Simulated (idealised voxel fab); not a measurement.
The following is a process module called voxel plated lines.
For reference, the cross-section in this document is cut, with width 290 nm and square cells of 5 nm.
Throughout this document, each cross-section is represented as a grid of square cells and is presented as a sequence of bands enumerated from the top downward, where a band comprises one or more rows of cells.
Per band: top height and bottom height in nm, followed by the left-to-right materials and their widths in nm; "throughout" marks a single material spanning edge to edge, "blank" marks empty space.
Where do heights start? At 0: under that level the wafer as delivered is made of one material only. And the lowest band has no floor; it just carries on downward, as in "top 0, no bottom".
A width such as "30..40" changes by the same amount from each row of cells to the next, from the band's top row to its bottom row.
The cross-section has no changed cell in any step marked "all unchanged".
Closed empty spaces (no open way to the top) of 8 cells or more are what "Sealed void listing" lists, each as width x height at distance from the left edge, nm for all three.
Heads up: the bit after the settings on a step's line is the simulator's remark on that step.
You can add "overlay nm" to a step's line. For a step with a mask, it describes how far the mask lay to the right of its planned position, and a negative number describes a lay to the left.

# List of planned process steps
1,RECEIVE with material Si
2,CONFORMAL_DEP with material SiN, thk nm 5
3,DIRECTIONAL_DEP with material TiN, thk nm 5
4,PATTERN with tone open, mask id LINES, material resist, width nm 15, pitch nm 40, thk nm 30, overlay nm 0
5,EPI with material Ru, thk nm 10
6,EPI with material Ru, thk nm 10
7,STRIP with etch materials resist
8,DIRECTIONAL_ETCH with etch materials TiN, depth nm 5
9,CONFORMAL_DEP with material SiO2, thk nm 5

# The first of two wafers, run as planned

# Step 1 complete: cross-section of the wafer as received
top 0, no bottom: Si throughout
Sealed void listing: none

# Cross-section of the wafer after step 2
top 5, bottom 0: SiN throughout
Below 0, the layers are the same as they were.

# Cross-section of the wafer after step 3
top 10, bottom 5: TiN throughout
Below 5, the layers are the same as they were.

# Cross-section of the wafer after step 4
top 40, bottom 10: 115 nm resist / 15 nm blank / 25 nm resist / 15 nm blank / 120 nm resist
Below 10, the layers are the same as they were.

# Cross-section of the wafer after step 5
top 40, bottom 20: 115 nm resist / 15 nm blank / 25 nm resist / 15 nm blank / 120 nm resist
top 20, bottom 10: 115 nm resist / 15 nm Ru / 25 nm resist / 15 nm Ru / 120 nm resist
Below 10, the layers are the same as they were.

# Cross-section of the wafer after step 6
top 40, bottom 30: 115 nm resist / 15 nm blank / 25 nm resist / 15 nm blank / 120 nm resist
top 30, bottom 10: 115 nm resist / 15 nm Ru / 25 nm resist / 15 nm Ru / 120 nm resist
Below 10, the layers are the same as they were.

# Cross-section of the wafer after step 7
top 30, bottom 10: 115 nm blank / 15 nm Ru / 25 nm blank / 15 nm Ru / 120 nm blank
Below 10, the layers are the same as they were.

# Cross-section of the wafer after step 8
top 30, bottom 10: 115 nm blank / 15 nm Ru / 25 nm blank / 15 nm Ru / 120 nm blank
top 10, bottom 5: 115 nm blank / 15 nm TiN / 25 nm blank / 15 nm TiN / 120 nm blank
Below 5, the layers are the same as they were.

# Cross-section of the wafer after step 9
top 35, bottom 30: 110 nm blank / 25 nm SiO2 / 15 nm blank / 25 nm SiO2 / 115 nm blank
top 30, bottom 10: 110 nm blank / 5 nm SiO2 / 15 nm Ru / 5 nm SiO2 / 15 nm blank / 5 nm SiO2 / 15 nm Ru / 5 nm SiO2 / 115 nm blank
top 10, bottom 5: 115 nm SiO2 / 15 nm TiN / 25 nm SiO2 / 15 nm TiN / 120 nm SiO2
Below 5, the layers are the same as they were.

# Second wafer. Start and plan as for the first. One mistake made in running. Agrees with the first up to and including step 4

# Cross-sectional view of the second wafer at the intended end time of process step 6
top 40, bottom 20: 115 nm resist / 15 nm blank / 25 nm resist / 15 nm blank / 120 nm resist
top 20, bottom 10: 115 nm resist / 15 nm Ru / 25 nm resist / 15 nm Ru / 120 nm resist
Below 10, the layers are the same as they were.

# Cross-sectional view of the second wafer at the intended end time of process step 7
top 20, bottom 10: 115 nm blank / 15 nm Ru / 25 nm blank / 15 nm Ru / 120 nm blank
Below 10, the layers are the same as they were.

# Cross-sectional view of the second wafer at the intended end time of process step 8
top 20, bottom 10: 115 nm blank / 15 nm Ru / 25 nm blank / 15 nm Ru / 120 nm blank
top 10, bottom 5: 115 nm blank / 15 nm TiN / 25 nm blank / 15 nm TiN / 120 nm blank
Below 5, the layers are the same as they were.

# Cross-sectional view of the second wafer at the intended end time of process step 9
top 25, bottom 20: 110 nm blank / 25 nm SiO2 / 15 nm blank / 25 nm SiO2 / 115 nm blank
top 20, bottom 10: 110 nm blank / 5 nm SiO2 / 15 nm Ru / 5 nm SiO2 / 15 nm blank / 5 nm SiO2 / 15 nm Ru / 5 nm SiO2 / 115 nm blank
top 10, bottom 5: 115 nm SiO2 / 15 nm TiN / 25 nm SiO2 / 15 nm TiN / 120 nm SiO2
Below 5, the layers are the same as they were.
Deviation noted in wafer processing: a step is missing from the set 5 and 6, whose members are all alike, and its identity cannot be established
Final wafer comparison in cells, second versus first, more or fewer per material: 12 fewer of Ru, 8 fewer of SiO2
